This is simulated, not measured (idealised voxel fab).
The process module that follows is named voxel transistor to metal.
Square cell edge 5 nm, section width 150 nm, ID cut.
Bands, listed from the top down, are how a cross-section gets written in this document; the cross-section itself is a grid of square cells, and a band is one or more rows of them. Band entry format. Leading values: height of top, height of bottom, nm. Remainder: materials in left-to-right order, each with its width in nm. Special words: "edge to edge" on a single material, which then fills the band edge to edge; "empty", empty space. Heights are reckoned from 0. Under this level, the received wafer is all of one material. The bottommost band is open-ended downward, for example "0 -> down". Width: "30 to 40" (first number = top row, second number = bottom row, same change from row to row of cells). A step reported as "left unchanged" is a step in which no cell of the cross-section changed. The entry "Closed void catalog" lists the empty spaces that cover at least 8 cells and have no open path to the top. Each is written as width x height at distance, where the distance is measured from the left edge and all three values are in nm. It should be noted that, on the line of a given step, the content following the step's settings is a remark produced by the simulator itself with respect to that step. The line of a step may include "overlay nm". On a step with a mask, this value is how far to the right of its planned place the mask lay. A negative value means the mask lay to the left.
Process steps foreseen in the plan
1: RECEIVE,material Si
2: OXIDIZE,depth nm 5
3: CONFORMAL_DEP,material SiN,thk nm 15
4: PATTERN,tone cover,mask id ACTIVE,material resist,width nm 90,thk nm 20,overlay nm 0
5: DIRECTIONAL_ETCH,etch materials SiN,depth nm 15
6: DIRECTIONAL_ETCH,etch materials SiO2,depth nm 5
7: DIRECTIONAL_ETCH,etch materials Si,depth nm 25
8: STRIP,etch materials resist
9: FILL_DEP,material SiO2,thk nm 5
10: CMP,height nm 15
11: SELECTIVE_ETCH,etch materials SiO2,depth nm 15
12: STRIP,etch materials SiN
13: SELECTIVE_ETCH,etch materials SiO2,depth nm 5
14: OXIDIZE,depth nm 5
15: DIRECTIONAL_DEP,material polySi,thk nm 25
16: DIRECTIONAL_DEP,material SiCN,thk nm 15
17: MASKED_ETCH,tone cover,mask id GATE,width nm 20,etch materials SiCN,depth nm 25,overlay nm 0
18: MASKED_ETCH,tone cover,mask id GATE,width nm 20,etch materials polySi,depth nm 35,overlay nm 0
19: CONFORMAL_DEP,material SiN,thk nm 10
20: DIRECTIONAL_ETCH,etch materials SiN,depth nm 10
21: DIRECTIONAL_ETCH,etch materials SiO2,depth nm 5
22: DIRECTIONAL_ETCH,etch materials Si,depth nm 5
23: EPI,material SiGe,thk nm 10
24: FILL_DEP,material SiO2,thk nm 5
25: CMP,height nm 35
26: DIRECTIONAL_DEP,material SiO2,thk nm 15
27: PATTERN,tone open,mask id CONTACT,material resist,width nm 15,pitch nm 65,thk nm 20,overlay nm 0
28: DIRECTIONAL_ETCH,etch materials SiO2,depth nm 55
29: STRIP,etch materials resist
30: CONFORMAL_DEP,material TiN,thk nm 5
31: FILL_DEP,material W,thk nm 10
32: CMP,height nm 50
33: DIRECTIONAL_DEP,material TiN,thk nm 5
34: DIRECTIONAL_DEP,material Ru,thk nm 25
35: DIRECTIONAL_DEP,material aC,thk nm 10
36: PATTERN,tone cover,mask id METAL_1,material resist,width nm 15,pitch nm 65,thk nm 25,overlay nm 0
37: DIRECTIONAL_ETCH,etch materials aC,depth nm 10
38: STRIP,etch materials resist
39: DIRECTIONAL_ETCH,etch materials Ru,depth nm 25
40: DIRECTIONAL_ETCH,etch materials TiN,depth nm 5
41: STRIP,etch materials aC
42: CONFORMAL_DEP,material SiN,thk nm 5
43: FILL_DEP,material SiO2,thk nm 5
44: CMP,height nm 80
45: CONFORMAL_DEP,material SiCN,thk nm 5
46: DIRECTIONAL_DEP,material SiO2,thk nm 35
47: PATTERN,tone open,mask id METAL_2,material resist,width nm 15,pitch nm 65,thk nm 20,overlay nm 0
48: DIRECTIONAL_ETCH,etch materials SiO2,depth nm 20
49: STRIP,etch materials resist
50: PATTERN,tone open,mask id METAL_2_HOLES,material resist,width nm 15,pitch nm 65,thk nm 20,overlay nm 0
51: DIRECTIONAL_ETCH,etch materials SiO2,depth nm 15
52: DIRECTIONAL_ETCH,etch materials SiCN,depth nm 5
53: STRIP,etch materials resist
54: CONFORMAL_DEP,material TiN,thk nm 5
55: FILL_DEP,material Ru,thk nm 10
56: CMP,height nm 120
57: CONFORMAL_DEP,material SiN,thk nm 5
This is the cross-section of the wafer as we received it, i.e. after step 1
	0 -> down: Si edge to edge
	Closed void catalog: none
Final wafer profile in cross-section after the module, from the same start and plan as above, with one mistake made during processing
	140 -> 135: SiN edge to edge
	135 -> 125: Ru edge to edge
	125 -> 120: TiN: 40, Ru: 5, TiN: 60, Ru: 5, TiN: 40
	120 -> 85: SiO2: 35, TiN: 5, Ru: 5, TiN: 5, SiO2: 50, TiN: 5, Ru: 5, TiN: 5, SiO2: 35
	85 -> 80: SiCN: 35, TiN: 15, SiCN: 50, TiN: 15, SiCN: 35
	80 -> 55: SiO2: 30, SiN: 5, Ru: 15, SiN: 5, SiO2: 40, SiN: 5, Ru: 15, SiN: 5, SiO2: 30
	55 -> 50: SiN: 35, TiN: 15, SiN: 50, TiN: 15, SiN: 35
	50 -> 35: SiO2: 35, TiN: 5, W: 5, TiN: 5, SiO2: 50, TiN: 5, W: 5, TiN: 5, SiO2: 35
	35 -> 20: SiO2: 35, TiN: 5, W: 5, TiN: 5, SiO2: 5, SiN: 10, SiCN: 20, SiN: 10, SiO2: 5, TiN: 5, W: 5, TiN: 5, SiO2: 35
	20 -> 5: SiO2: 35, TiN: 5, W: 5, TiN: 5, SiO2: 5, SiN: 10, polySi: 20, SiN: 10, SiO2: 5, TiN: 5, W: 5, TiN: 5, SiO2: 35
	5 -> 0: SiO2: 35, TiN: 15, SiO2: 5, SiN: 10, polySi: 20, SiN: 10, SiO2: 5, TiN: 15, SiO2: 35
	0 -> -5: SiO2: 35, TiN: 10, SiGe: 10, SiN: 10, polySi: 20, SiN: 10, SiGe: 10, TiN: 10, SiO2: 35
	-5 -> -10: SiO2: 25, SiGe: 30, SiO2: 40, SiGe: 30, SiO2: 25
	-10 -> -15: SiO2: 30, SiGe: 25, Si: 40, SiGe: 25, SiO2: 30
	-15 -> -30: SiO2: 30, Si: 90, SiO2: 30
	-30 -> down: Si edge to edge
	Closed void catalog: none
Finding, execution versus plan: not run: step 56 of the plan (skipped)
